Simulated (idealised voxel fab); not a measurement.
The following process module bears the name voxel wiring stack.
Displayed cross-section: cut, width of 260 nm, square cells sized 5 nm.
Format of a cross-section: grid, square cells. Given as bands. Order: top down. Band: one or more rows of cells. This entry defines a band. It first specifies the height of the band's top and the height of its bottom in nm, and then specifies the band's materials from left to right, stating each material with its width in nm. The word "full width" identifies a single material that fills the band from edge to edge, while the word "blank" identifies empty space. Convention: height 0 is the level below which the wafer, as received, is all one material. The lowest band does not terminate at the bottom but continues downward, represented as "top 0, no bottom". Width spec "30..40" -> top row of cells at first value, bottom row at second value, equal per-row change in between. The cross-section has no changed cell in any step marked "same as before". "Voids, enclosed" contains a list of empty spaces, each no smaller than 8 cells and without an open way to the top, written in the form width x height at distance with the distance from the left edge and all three in nm. Whatever follows a step's settings on its line is a remark the simulator itself makes about that step. The line of a step may include "overlay nm". On a step with a mask, this value is how far to the right of its planned place the mask lay. A negative value means the mask lay to the left.
## Set out below are the planned steps of the process
1 RECEIVE (material Si)
2 CONFORMAL_DEP (material SiO2; thk nm 15)
3 CONFORMAL_DEP (material SiN; thk nm 5)
4 DIRECTIONAL_DEP (material lowk; thk nm 25)
5 DIRECTIONAL_DEP (material aC; thk nm 10)
6 PATTERN (tone open; mask id METAL_1; material resist; width nm 25; pitch nm 40; thk nm 30; overlay nm 0)
7 DIRECTIONAL_ETCH (etch materials aC; depth nm 10)
8 STRIP (etch materials resist)
9 DIRECTIONAL_ETCH (etch materials lowk; depth nm 25)
10 DIRECTIONAL_ETCH (etch materials SiN; depth nm 5)
11 STRIP (etch materials aC)
12 CONFORMAL_DEP (material TiN; thk nm 5)
13 FILL_DEP (material Ru; thk nm 10)
14 CMP (height nm 45)
15 EPI (material Ru; thk nm 5)
16 FILL_DEP (material SiCN; thk nm 5)
17 DIRECTIONAL_DEP (material lowk; thk nm 30)
18 DIRECTIONAL_DEP (material aC; thk nm 10)
19 PATTERN (tone open; mask id METAL_2_HOLES; material resist; width nm 15; pitch nm 40; thk nm 25; overlay nm 0)
20 DIRECTIONAL_ETCH (etch materials aC; depth nm 10)
21 STRIP (etch materials resist)
22 DIRECTIONAL_ETCH (etch materials lowk; depth nm 30)
23 STRIP (etch materials aC)
24 PATTERN (tone open; mask id METAL_2; material resist; width nm 25; pitch nm 40; thk nm 15; overlay nm 0)
25 DIRECTIONAL_ETCH (etch materials lowk; depth nm 15)
26 DIRECTIONAL_ETCH (etch materials SiCN; depth nm 5)
27 STRIP (etch materials resist)
28 CONFORMAL_DEP (material TiN; thk nm 5)
29 FILL_DEP (material Cu; thk nm 5)
30 CMP (height nm 85)
31 CONFORMAL_DEP (material SiN; thk nm 5)
## Cross-sectional view of the wafer in its as-received condition, corresponding to the state after step 1
	top 0, no bottom  Si full width
	Voids, enclosed: none
## Result of the module, cross-sectioned: start per above, plan per above, one error in how it was run
	top 90, bottom 85  SiN full width
	top 85, bottom 75  55 lowk  5 TiN  15 SiO2  5 TiN  15 lowk  5 TiN  15 SiO2  5 TiN  15 lowk  5 TiN  15 SiO2  5 TiN  15 lowk  5 TiN  15 SiO2  5 TiN  60 lowk
	top 75, bottom 70  55 lowk  5 TiN  5 SiO2  15 TiN  15 lowk  5 TiN  5 SiO2  15 TiN  15 lowk  5 TiN  5 SiO2  15 TiN  15 lowk  5 TiN  5 SiO2  15 TiN  60 lowk
	top 70, bottom 55  55 lowk  5 TiN  5 SiO2  5 TiN  25 lowk  5 TiN  5 SiO2  5 TiN  25 lowk  5 TiN  5 SiO2  5 TiN  25 lowk  5 TiN  5 SiO2  5 TiN  70 lowk
	top 55, bottom 50  55 SiCN  15 TiN  25 SiCN  15 TiN  25 SiCN  15 TiN  25 SiCN  15 TiN  70 SiCN
	top 50, bottom 45  50 SiCN  35 Ru  5 SiCN  35 Ru  5 SiCN  35 Ru  5 SiCN  35 Ru  55 SiCN
	top 45, bottom 20  55 lowk  5 TiN  15 Ru  5 TiN  15 lowk  5 TiN  15 Ru  5 TiN  15 lowk  5 TiN  15 Ru  5 TiN  15 lowk  5 TiN  15 Ru  5 TiN  60 lowk
	top 20, bottom 15  55 SiN  25 TiN  15 SiN  25 TiN  15 SiN  25 TiN  15 SiN  25 TiN  60 SiN
	top 15, bottom 0  SiO2 full width
	top 0, no bottom  Si full width
	Voids, enclosed: none
Plan not followed: step 29, actual vs plan mismatch, actual run FILL_DEP (material SiO2; thk nm 5)
